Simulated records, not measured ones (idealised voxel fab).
Process module under the name voxel gate over fins
Cross-section cut spans 190 nm and uses square cells 5 nm in size.
Notation: cross-section as square-cell grid; stated in bands, top first, going down; one or more cell rows per band. What a band's entry tells you: where the top is and where the bottom is, as heights in nm, and after that what lies inside, material by material from left to right, each with its width in nm. Empty space is written as the word "empty", and a single material marked with the word "full width" occupies the band from edge to edge. Note: height 0 marks the level under which the wafer is uniformly one material as received. Lowest band unbounded below, written "0 down". Note: "30..40" means the width goes from the first number (top row of the band) to the second number (bottom row) in equal steps per row of cells. For the purposes of this document, the phrase "identical to before" attached to a step denotes that no cell within the cross-section was modified by that step. You'll see "Enclosed void inventory" listing empty spaces that have no way open to the top, as long as they're 8 cells or more; the notation is width x height at distance, where the distance is from the left edge, and all of it is in nm. Whatever follows a step's settings on its line is a remark the simulator itself makes about that step. overlay nm: where the mask lay relative to plan, measured to the right, on steps with a mask; negatives go left.
### So here's the lineup of process steps we planned
step 1: RECEIVE | material Si
step 2: CONFORMAL_DEP | material SiN | thk nm 5
step 3: DIRECTIONAL_DEP | material aC | thk nm 15
step 4: PATTERN | tone cover | mask id FINS | material resist | width nm 15 | pitch nm 40 | thk nm 30 | overlay nm 0
step 5: DIRECTIONAL_ETCH | etch materials aC | depth nm 15
step 6: STRIP | etch materials resist
step 7: DIRECTIONAL_ETCH | etch materials SiN | depth nm 5
step 8: DIRECTIONAL_ETCH | etch materials Si | depth nm 35
step 9: STRIP | etch materials aC
step 10: FILL_DEP | material SiO2 | thk nm 15
step 11: CMP | height nm 5
step 12: SELECTIVE_ETCH | etch materials SiO2 | depth nm 15
step 13: STRIP | etch materials SiN
step 14: CONFORMAL_DEP | material HfO2 | thk nm 5
step 15: CONFORMAL_DEP | material TiN | thk nm 5
step 16: FILL_DEP | material W | thk nm 15
step 17: CMP | height nm 20
step 18: CONFORMAL_DEP | material SiN | thk nm 10
### Shown in cross-section is the wafer as received, that is, as it stands after step 1
  0 down  Si full width
  Enclosed void inventory: none
### Look at the cross-section after the module: the wafer started out the way shown above and the plan was the one shown above, yet one mistake was made along the way
  30 to 20  SiN full width
  20 to 10  W full width
  10 to 5  55 W  35 TiN  5 W  35 TiN  60 W
  5 to 0  55 W  5 TiN  25 HfO2  5 TiN  5 W  5 TiN  25 HfO2  5 TiN  60 W
  0 to -15  55 W  5 TiN  5 HfO2  15 Si  5 HfO2  5 TiN  5 W  5 TiN  5 HfO2  15 Si  5 HfO2  5 TiN  60 W
  -15 to -20  60 TiN  5 HfO2  15 Si  5 HfO2  15 TiN  5 HfO2  15 Si  5 HfO2  65 TiN
  -20 to -25  65 HfO2  15 Si  25 HfO2  15 Si  70 HfO2
  -25 to -35  65 SiO2  15 Si  25 SiO2  15 Si  70 SiO2
  -35 down  Si full width
  Enclosed void inventory: none
What went wrong in running the wafer? step 12 of the plan was twice carried out
